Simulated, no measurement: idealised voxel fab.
Documented hereafter: the process module known as voxel fin reveal.
The cross-section shown here is cut; it is 265 nm wide and divided into square cells measuring 5 nm on a side.
Cross-section = grid of square cells, listed top down in bands; band = one or more rows.
It is stipulated that each band's entry specify, in nanometres, the height of the top of the band and then that of its bottom, followed by the materials of the band in left-to-right sequence, each together with its width in nanometres. A single material marked by the word "full width" is understood to fill the band from edge to edge; the word "empty" is understood to denote empty space.
The level at which height equals 0 is the one under which the wafer, as it arrives, is entirely one material. No lower edge exists for the bottom band, which continues downward and is notated as in "0 and below".
Width "30..40": first value at the band's top row of cells, second value at its bottom row, equal change from row to row.
"stayed the same" -> step changed no cross-section cell.
So "Unvented voids" is basically the list of trapped voids: any empty space of 8 cells or more that can't reach the top through an opening. They're written width x height at distance, the distance being from the left edge, and it's all nm.
It should be noted that, on the line of a given step, the content following the step's settings is a remark produced by the simulator itself with respect to that step.
Steps that use a mask can have "overlay nm" on their line. It says how far the mask sat to the right of where it was meant to be. Negative means to the left.
Below is the list of planned process steps:
| 1 | RECEIVE: material Si |
| 2 | CONFORMAL_DEP: material SiN, thk nm 10 |
| 3 | DIRECTIONAL_DEP: material aC, thk nm 15 |
| 4 | PATTERN: tone cover, mask id FINS, material resist, width nm 15, pitch nm 40, thk nm 35, overlay nm 0 |
| 5 | DIRECTIONAL_ETCH: etch materials aC, depth nm 15 |
| 6 | STRIP: etch materials resist |
| 7 | DIRECTIONAL_ETCH: etch materials SiN, depth nm 10 |
| 8 | DIRECTIONAL_ETCH: etch materials Si, depth nm 30 |
| 9 | STRIP: etch materials aC |
| 10 | OXIDIZE: depth nm 5 |
| 11 | FILL_DEP: material SiO2, thk nm 10 |
| 12 | CMP: height nm 10 |
| 13 | SELECTIVE_ETCH: etch materials SiO2, depth nm 30 |
| 14 | STRIP: etch materials SiN |
| 15 | CONFORMAL_DEP: material SiO2, thk nm 5 |
On the first of the two wafers: run conducted according to plan:
Cross-section of the wafer as it came to us, i.e., already through step 1:
0 and below: Si full width
Unvented voids: none
Cross-section of the wafer subsequent to step 2:
10 down to 0: SiN full width
Heights below 0 show no change.
Cross-section of the wafer subsequent to step 3:
25 down to 10: aC full width
Heights below 10 show no change.
Cross-section of the wafer subsequent to step 4:
60 down to 25: empty (85) / resist (15) / empty (25) / resist (15) / empty (25) / resist (15) / empty (85)
Heights below 25 show no change.
Cross-section of the wafer subsequent to step 5:
45 down to 25: empty (85) / resist (15) / empty (25) / resist (15) / empty (25) / resist (15) / empty (85)
25 down to 10: empty (85) / aC (15) / empty (25) / aC (15) / empty (25) / aC (15) / empty (85)
Heights below 10 show no change.
Cross-section of the wafer subsequent to step 6:
25 down to 10: empty (85) / aC (15) / empty (25) / aC (15) / empty (25) / aC (15) / empty (85)
Heights below 10 show no change.
Cross-section of the wafer subsequent to step 7:
25 down to 10: empty (85) / aC (15) / empty (25) / aC (15) / empty (25) / aC (15) / empty (85)
10 down to 0: empty (85) / SiN (15) / empty (25) / SiN (15) / empty (25) / SiN (15) / empty (85)
Heights below 0 show no change.
Cross-section of the wafer subsequent to step 8:
25 down to 10: empty (85) / aC (15) / empty (25) / aC (15) / empty (25) / aC (15) / empty (85)
10 down to 0: empty (85) / SiN (15) / empty (25) / SiN (15) / empty (25) / SiN (15) / empty (85)
0 down to -30: empty (85) / Si (15) / empty (25) / Si (15) / empty (25) / Si (15) / empty (85)
Heights below -30 show no change.
Cross-section of the wafer subsequent to step 9:
10 down to 0: empty (85) / SiN (15) / empty (25) / SiN (15) / empty (25) / SiN (15) / empty (85)
Heights below 0 show no change.
Cross-section of the wafer subsequent to step 10:
10 down to 0: empty (85) / SiN (15) / empty (25) / SiN (15) / empty (25) / SiN (15) / empty (85)
0 down to -30: empty (85) / SiO2 (5) / Si (5) / SiO2 (5) / empty (25) / SiO2 (5) / Si (5) / SiO2 (5) / empty (25) / SiO2 (5) / Si (5) / SiO2 (5) / empty (85)
-30 down to -35: SiO2 (90) / Si (5) / SiO2 (35) / Si (5) / SiO2 (35) / Si (5) / SiO2 (90)
Heights below -35 show no change.
Cross-section of the wafer subsequent to step 11:
20 down to 10: SiO2 full width
10 down to 0: SiO2 (85) / SiN (15) / SiO2 (25) / SiN (15) / SiO2 (25) / SiN (15) / SiO2 (85)
0 down to -35: SiO2 (90) / Si (5) / SiO2 (35) / Si (5) / SiO2 (35) / Si (5) / SiO2 (90)
Heights below -35 show no change.
Cross-section of the wafer subsequent to step 12:
10 down to 0: SiO2 (85) / SiN (15) / SiO2 (25) / SiN (15) / SiO2 (25) / SiN (15) / SiO2 (85)
Heights below 0 show no change.
Cross-section of the wafer subsequent to step 13:
10 down to 0: empty (85) / SiN (15) / empty (25) / SiN (15) / empty (25) / SiN (15) / empty (85)
0 down to -20: empty (90) / Si (5) / empty (35) / Si (5) / empty (35) / Si (5) / empty (90)
Heights below -20 show no change.
Cross-section of the wafer subsequent to step 14:
0 down to -20: empty (90) / Si (5) / empty (35) / Si (5) / empty (35) / Si (5) / empty (90)
Heights below -20 show no change.
Cross-section of the wafer subsequent to step 15:
5 down to 0: empty (85) / SiO2 (15) / empty (25) / SiO2 (15) / empty (25) / SiO2 (15) / empty (85)
0 down to -15: empty (85) / SiO2 (5) / Si (5) / SiO2 (5) / empty (25) / SiO2 (5) / Si (5) / SiO2 (5) / empty (25) / SiO2 (5) / Si (5) / SiO2 (5) / empty (85)
-15 down to -35: SiO2 (90) / Si (5) / SiO2 (35) / Si (5) / SiO2 (35) / Si (5) / SiO2 (90)
Heights below -35 show no change.
Second wafer: same start and same plan as the first, one execution error; identical to the first through step 3:
Look at the second wafer in cross-section at the time step 4 ought to have finished:
60 down to 25: resist (85) / empty (15) / resist (25) / empty (15) / resist (25) / empty (15) / resist (85)
Heights below 25 show no change.
Look at the second wafer in cross-section at the time step 5 ought to have finished:
45 down to 25: resist (85) / empty (15) / resist (25) / empty (15) / resist (25) / empty (15) / resist (85)
25 down to 10: aC (85) / empty (15) / aC (25) / empty (15) / aC (25) / empty (15) / aC (85)
Heights below 10 show no change.
Look at the second wafer in cross-section at the time step 6 ought to have finished:
25 down to 10: aC (85) / empty (15) / aC (25) / empty (15) / aC (25) / empty (15) / aC (85)
Heights below 10 show no change.
Look at the second wafer in cross-section at the time step 7 ought to have finished:
25 down to 10: aC (85) / empty (15) / aC (25) / empty (15) / aC (25) / empty (15) / aC (85)
10 down to 0: SiN (85) / empty (15) / SiN (25) / empty (15) / SiN (25) / empty (15) / SiN (85)
Heights below 0 show no change.
Look at the second wafer in cross-section at the time step 8 ought to have finished:
25 down to 10: aC (85) / empty (15) / aC (25) / empty (15) / aC (25) / empty (15) / aC (85)
10 down to 0: SiN (85) / empty (15) / SiN (25) / empty (15) / SiN (25) / empty (15) / SiN (85)
0 down to -30: Si (85) / empty (15) / Si (25) / empty (15) / Si (25) / empty (15) / Si (85)
Heights below -30 show no change.
Look at the second wafer in cross-section at the time step 9 ought to have finished:
10 down to 0: SiN (85) / empty (15) / SiN (25) / empty (15) / SiN (25) / empty (15) / SiN (85)
Heights below 0 show no change.
Look at the second wafer in cross-section at the time step 10 ought to have finished:
10 down to 0: SiN (85) / empty (15) / SiN (25) / empty (15) / SiN (25) / empty (15) / SiN (85)
0 down to -30: Si (80) / SiO2 (5) / empty (15) / SiO2 (5) / Si (15) / SiO2 (5) / empty (15) / SiO2 (5) / Si (15) / SiO2 (5) / empty (15) / SiO2 (5) / Si (80)
-30 down to -35: Si (80) / SiO2 (25) / Si (15) / SiO2 (25) / Si (15) / SiO2 (25) / Si (80)
Heights below -35 show no change.
Look at the second wafer in cross-section at the time step 11 ought to have finished:
20 down to 10: SiO2 full width
10 down to 0: SiN (85) / SiO2 (15) / SiN (25) / SiO2 (15) / SiN (25) / SiO2 (15) / SiN (85)
0 down to -35: Si (80) / SiO2 (25) / Si (15) / SiO2 (25) / Si (15) / SiO2 (25) / Si (80)
Heights below -35 show no change.
Look at the second wafer in cross-section at the time step 12 ought to have finished:
10 down to 0: SiN (85) / SiO2 (15) / SiN (25) / SiO2 (15) / SiN (25) / SiO2 (15) / SiN (85)
Heights below 0 show no change.
Look at the second wafer in cross-section at the time step 13 ought to have finished:
10 down to 0: SiN (85) / empty (15) / SiN (25) / empty (15) / SiN (25) / empty (15) / SiN (85)
0 down to -20: Si (80) / empty (25) / Si (15) / empty (25) / Si (15) / empty (25) / Si (80)
Heights below -20 show no change.
Look at the second wafer in cross-section at the time step 14 ought to have finished:
0 down to -20: Si (80) / empty (25) / Si (15) / empty (25) / Si (15) / empty (25) / Si (80)
Heights below -20 show no change.
Look at the second wafer in cross-section at the time step 15 ought to have finished:
5 down to 0: SiO2 (85) / empty (15) / SiO2 (25) / empty (15) / SiO2 (25) / empty (15) / SiO2 (85)
0 down to -15: Si (80) / SiO2 (5) / empty (15) / SiO2 (5) / Si (15) / SiO2 (5) / empty (15) / SiO2 (5) / Si (15) / SiO2 (5) / empty (15) / SiO2 (5) / Si (80)
-15 down to -35: Si (80) / SiO2 (25) / Si (15) / SiO2 (25) / Si (15) / SiO2 (25) / Si (80)
Heights below -35 show no change.
Deviation from plan: step 4 off recipe, ran as PATTERN: tone open, mask id FINS, material resist, width nm 15, pitch nm 40, thk nm 35, overlay nm 0
Looking at both finished wafers in cells, the second ends up ahead of or behind the first on some materials: Si: 245 more, SiO2: 105 fewer
